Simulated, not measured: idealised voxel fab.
This is a process module. Its name is voxel capacitor over wiring.
We display cut, a cross-section 175 nm in width whose square cells are each 5 nm.
If you're reading a cross-section in this doc, picture square cells in a grid; it comes to you as bands, top ones listed first down to the bottom, and a band can be one or more rows of cells.
Within each band entry, the heights of the top and of the bottom of the band appear first, in that order and in nm; the materials of the band then follow from left to right, each with its corresponding width in nm. The designation "all across" on a single material indicates that it fills the band from edge to edge; the designation "air" indicates empty space.
Heads up on the height convention: 0 is the point under which the incoming wafer is all one material, and the lowest band has no bottom, it just keeps going down, like "0 -> down".
Width spec "30 to 40" -> top row of cells at first value, bottom row at second value, equal per-row change in between.
A step reported as "identical to before" is a step in which no cell of the cross-section changed.
"Closed void listing": sealed empty spaces, 8 cells or more, no open way to top, listed width x height at distance, with distance from the left edge and width, height and distance in nm.
On each step's line, the part that comes after the settings is the simulator's own comment on the step.
overlay nm: mask right of planned place by this much (step with mask). Neg. = left.

Here's what the planned process steps look like
step 1: RECEIVE, material Si
step 2: CONFORMAL_DEP, material SiO2, thk nm 10
step 3: DIRECTIONAL_DEP, material TiN, thk nm 5
step 4: DIRECTIONAL_DEP, material W, thk nm 20
step 5: DIRECTIONAL_DEP, material aC, thk nm 10
step 6: PATTERN, tone cover, mask id METAL_1, material resist, width nm 30, pitch nm 80, thk nm 25, overlay nm 0
step 7: DIRECTIONAL_ETCH, etch materials aC, depth nm 10
step 8: STRIP, etch materials resist
step 9: DIRECTIONAL_ETCH, etch materials W, depth nm 20
step 10: DIRECTIONAL_ETCH, etch materials TiN, depth nm 5
step 11: STRIP, etch materials aC
step 12: CONFORMAL_DEP, material SiCN, thk nm 5
step 13: FILL_DEP, material lowk, thk nm 10
step 14: CMP, height nm 35
step 15: CONFORMAL_DEP, material SiCN, thk nm 5
step 16: DIRECTIONAL_DEP, material lowk, thk nm 10
step 17: PATTERN, tone open, mask id PLUG_1, material resist, width nm 15, thk nm 15, overlay nm 0
step 18: DIRECTIONAL_ETCH, etch materials lowk, depth nm 10
step 19: DIRECTIONAL_ETCH, etch materials SiCN, depth nm 5
step 20: STRIP, etch materials resist
step 21: EPI, material Ru, thk nm 10
step 22: EPI, material Ru, thk nm 5
step 23: DIRECTIONAL_DEP, material TiN, thk nm 10
step 24: DIRECTIONAL_DEP, material SiN, thk nm 5
step 25: DIRECTIONAL_DEP, material TiN, thk nm 10
step 26: PATTERN, tone cover, mask id UPPER_PLATE, material resist, width nm 55, thk nm 15, overlay nm 0
step 27: DIRECTIONAL_ETCH, etch materials TiN, depth nm 10
step 28: DIRECTIONAL_ETCH, etch materials SiN, depth nm 5
step 29: STRIP, etch materials resist
step 30: MASKED_ETCH, tone cover, mask id LOWER_PLATE, width nm 65, etch materials TiN, depth nm 10, overlay nm 0
step 31: FILL_DEP, material SiO2, thk nm 20
step 32: CMP, height nm 90
step 33: PATTERN, tone open, mask id PLUG_2, material resist, width nm 15, thk nm 15, overlay nm 0
step 34: DIRECTIONAL_ETCH, etch materials SiO2, depth nm 15
step 35: STRIP, etch materials resist
step 36: CONFORMAL_DEP, material TiN, thk nm 5
step 37: FILL_DEP, material Ru, thk nm 10
step 38: CMP, height nm 90
step 39: CONFORMAL_DEP, material SiCN, thk nm 5

Cross-section of the incoming wafer, state after step 1
	0 -> down = Si all across
	Closed void listing: none

First of two wafers at the end of the module, shown in cross-section; run carried out as planned
	95 -> 90 = SiCN all across
	90 -> 80 = SiO2=55  TiN=5  Ru=5  TiN=5  SiO2=105
	80 -> 75 = SiO2=55  TiN=15  SiO2=105
	75 -> 65 = SiO2=45  TiN=55  SiO2=75
	65 -> 60 = SiO2=45  SiN=55  SiO2=75
	60 -> 50 = SiO2=40  TiN=65  SiO2=70
	50 -> 40 = lowk=45  Ru=15  lowk=115
	40 -> 35 = SiCN=45  Ru=15  SiCN=115
	35 -> 15 = lowk=25  SiCN=5  W=30  SiCN=5  lowk=40  SiCN=5  W=30  SiCN=5  lowk=30
	15 -> 10 = SiCN=30  TiN=30  SiCN=50  TiN=30  SiCN=35
	10 -> 0 = SiO2 all across
	0 -> down = Si all across
	Closed void listing: none

Second wafer at the end: like start, like plan, one mistake
	95 -> 90 = SiCN all across
	90 -> 85 = SiO2=55  TiN=15  SiO2=105
	85 -> 75 = SiO2=45  TiN=25  SiO2=105
	75 -> 70 = SiO2=45  SiN=25  TiN=30  SiO2=75
	70 -> 65 = SiO2=40  TiN=60  SiO2=75
	65 -> 60 = SiO2=40  TiN=30  SiN=30  SiO2=75
	60 -> 50 = SiO2=35  Ru=35  TiN=35  SiO2=70
	50 -> 40 = lowk=45  Ru=15  lowk=115
	40 -> 35 = SiCN=45  Ru=15  SiCN=115
	35 -> 15 = lowk=25  SiCN=5  W=30  SiCN=5  lowk=40  SiCN=5  W=30  SiCN=5  lowk=30
	15 -> 10 = SiCN=30  TiN=30  SiCN=50  TiN=30  SiCN=35
	10 -> 0 = SiO2 all across
	0 -> down = Si all across
	Closed void listing: none
Which mistake was made when the wafer was run? step 21 of the plan was executed twice over
Count the cells at the end and the second wafer has more or fewer of some materials than the first: Ru: 12 more | SiO2: 8 fewer | TiN: 4 fewer
